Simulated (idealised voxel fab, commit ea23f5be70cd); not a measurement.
You're looking at the process module voxel local oxidation.
This is section cut - it's 280 nm across, gridded in 5 nm square cells.
A cross-section is written here as square cells arranged in a grid, and it is given in bands from the top down, each band taking up one or more rows of cells. Read a band's entry like this: the first values are the height of its top and the height of its bottom in nm, and what follows is the sequence of materials from left to right, each with its width in nm. Note that "blank" is empty space, and that a single material marked "throughout" reaches across the band from edge to edge. The level at which height equals 0 is the one under which the wafer, as it arrives, is entirely one material. No lower edge exists for the bottom band, which continues downward and is notated as in "z 0 and below". Per-row width for "30..40": begins at first number (top row of band), ends at second number (bottom row), increment between rows held constant. "no modification" for a step: no cell of the cross-section changed in that step. So "Voids, enclosed" is basically the list of trapped voids: any empty space of 8 cells or more that can't reach the top through an opening. They're written width x height at distance, the distance being from the left edge, and it's all nm. Heads up: the bit after the settings on a step's line is the simulator's remark on that step. You can add "overlay nm" to a step's line. For a step with a mask, it describes how far the mask lay to the right of its planned position, and a negative number describes a lay to the left.
So here's the lineup of process steps we planned:
step 1: op RECEIVE | material Si
step 2: op CONFORMAL_DEP | material SiO2 | thk nm 5
step 3: op CONFORMAL_DEP | material SiN | thk nm 10
step 4: op DIRECTIONAL_DEP | material aC | thk nm 15
step 5: op PATTERN | tone cover | mask id ACTIVE | material resist | width nm 90 | thk nm 35 | overlay nm 0
step 6: op DIRECTIONAL_ETCH | etch materials aC | depth nm 15
step 7: op STRIP | etch materials resist
step 8: op DIRECTIONAL_ETCH | etch materials SiN | depth nm 10
step 9: op STRIP | etch materials aC
step 10: op SELECTIVE_ETCH | etch materials SiO2 | depth nm 5
step 11: op OXIDIZE | depth nm 15
step 12: op STRIP | etch materials SiN
Cross-section of the wafer upon arrival, representing the state reached after step 1:
z 0 and below: Si throughout
Voids, enclosed: none
Same starting wafer, same plan as above, one mistake in the execution; this is the cross-section at the end of the module:
z 5 to 0: 110 blank | 80 SiO2 | 90 blank
z 0 to -15: 125 SiO2 | 50 Si | 105 SiO2
z -15 and below: Si throughout
Voids, enclosed: none
Run error: off-plan run, step 5, actual operation and settings op PATTERN | tone cover | mask id ACTIVE | material resist | width nm 90 | thk nm 35 | overlay nm 10
